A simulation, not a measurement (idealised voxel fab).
process module | voxel gate over fins
cross-section cut | 155 nm wide | cells 5 nm
A cross-section is a grid of square cells, given in bands from the top down. A band is one or more rows of cells.
Each band's line starts with the height of the band's top and of its bottom, in nm. Then come its materials from left to right, each with its width in nm. One material with "throughout" fills the band from edge to edge. "air" is empty space.
Height 0 is the level under which the wafer as received is all one material. The lowest band goes on downwards, as in "0 down".
A width such as "30 to 40" changes by the same amount from each row of cells to the next, from the band's top row to its bottom row.
"no change" after a step means that no cell of the cross-section changed.
closed voids: empty space of 8 cells or more with no open way to the top, each as width x height at its distance from the left edge, in nm
after a step's settings: what the simulator itself notes on the step
overlay nm, on a step with a mask: how far to the right of its planned place the mask lay; to the left if negative
plan
1 op RECEIVE | material Si
2 op CONFORMAL_DEP | material SiN | thk nm 5
3 op PATTERN | tone cover | mask id FINS | material resist | width nm 15 | pitch nm 35 | thk nm 15 | overlay nm 0
4 op DIRECTIONAL_ETCH | etch materials SiN | depth nm 5
5 op DIRECTIONAL_ETCH | etch materials Si | depth nm 30
6 op STRIP | etch materials resist
7 op OXIDIZE | depth nm 5
8 op FILL_DEP | material SiO2 | thk nm 15
9 op CMP | height nm 5
10 op SELECTIVE_ETCH | etch materials SiO2 | depth nm 15
11 op STRIP | etch materials SiN
12 op CONFORMAL_DEP | material HfO2 | thk nm 5
13 op CONFORMAL_DEP | material TiN | thk nm 5
14 op FILL_DEP | material W | thk nm 10
15 op CMP | height nm 15
16 op CONFORMAL_DEP | material SiCN | thk nm 10
first wafer, as planned
as received, after step 1
  0 down: Si throughout
  closed voids: none
after step 2
  5 to 0: SiN throughout
  below 0: unchanged
after step 3
  20 to 5: air 50 | resist 15 | air 20 | resist 15 | air 55
  below 5: unchanged
after step 4
  20 to 5: air 50 | resist 15 | air 20 | resist 15 | air 55
  5 to 0: air 50 | SiN 15 | air 20 | SiN 15 | air 55
  below 0: unchanged
after step 5
  20 to 5: air 50 | resist 15 | air 20 | resist 15 | air 55
  5 to 0: air 50 | SiN 15 | air 20 | SiN 15 | air 55
  0 to -30: air 50 | Si 15 | air 20 | Si 15 | air 55
  below -30: unchanged
after step 6
  5 to 0: air 50 | SiN 15 | air 20 | SiN 15 | air 55
  below 0: unchanged
after step 7
  5 to 0: air 50 | SiN 15 | air 20 | SiN 15 | air 55
  0 to -30: air 50 | SiO2 5 | Si 5 | SiO2 5 | air 20 | SiO2 5 | Si 5 | SiO2 5 | air 55
  -30 to -35: SiO2 55 | Si 5 | SiO2 30 | Si 5 | SiO2 60
  below -35: unchanged
after step 8
  20 to 5: SiO2 throughout
  5 to 0: SiO2 50 | SiN 15 | SiO2 20 | SiN 15 | SiO2 55
  0 to -35: SiO2 55 | Si 5 | SiO2 30 | Si 5 | SiO2 60
  below -35: unchanged
after step 9
  5 to 0: SiO2 50 | SiN 15 | SiO2 20 | SiN 15 | SiO2 55
  below 0: unchanged
after step 10
  5 to 0: air 50 | SiN 15 | air 20 | SiN 15 | air 55
  0 to -10: air 55 | Si 5 | air 30 | Si 5 | air 60
  below -10: unchanged
after step 11
  0 to -10: air 55 | Si 5 | air 30 | Si 5 | air 60
  below -10: unchanged
after step 12
  5 to 0: air 50 | HfO2 15 | air 20 | HfO2 15 | air 55
  0 to -5: air 50 | HfO2 5 | Si 5 | HfO2 5 | air 20 | HfO2 5 | Si 5 | HfO2 5 | air 55
  -5 to -10: HfO2 55 | Si 5 | HfO2 30 | Si 5 | HfO2 60
  below -10: unchanged
after step 13
  10 to 5: air 45 | TiN 25 | air 10 | TiN 25 | air 50
  5 to 0: air 45 | TiN 5 | HfO2 15 | TiN 5 | air 10 | TiN 5 | HfO2 15 | TiN 5 | air 50
  0 to -5: TiN 50 | HfO2 5 | Si 5 | HfO2 5 | TiN 20 | HfO2 5 | Si 5 | HfO2 5 | TiN 55
  below -5: unchanged
after step 14
  20 to 10: W throughout
  10 to 5: W 45 | TiN 25 | W 10 | TiN 25 | W 50
  5 to 0: W 45 | TiN 5 | HfO2 15 | TiN 5 | W 10 | TiN 5 | HfO2 15 | TiN 5 | W 50
  below 0: unchanged
after step 15
  15 to 10: W throughout
  below 10: unchanged
after step 16
  25 to 15: SiCN throughout
  below 15: unchanged
second wafer: like start, like plan, one mistake. Through step 14 it matches the first wafer
when step 15 should have ended
  10 to 5: W 45 | TiN 25 | W 10 | TiN 25 | W 50
  below 5: unchanged
when step 16 should have ended
  20 to 10: SiCN throughout
  below 10: unchanged
what went wrong: step 15 ran as: op CMP | height nm 10
at the end the second wafer has, in cells: 31 fewer of W
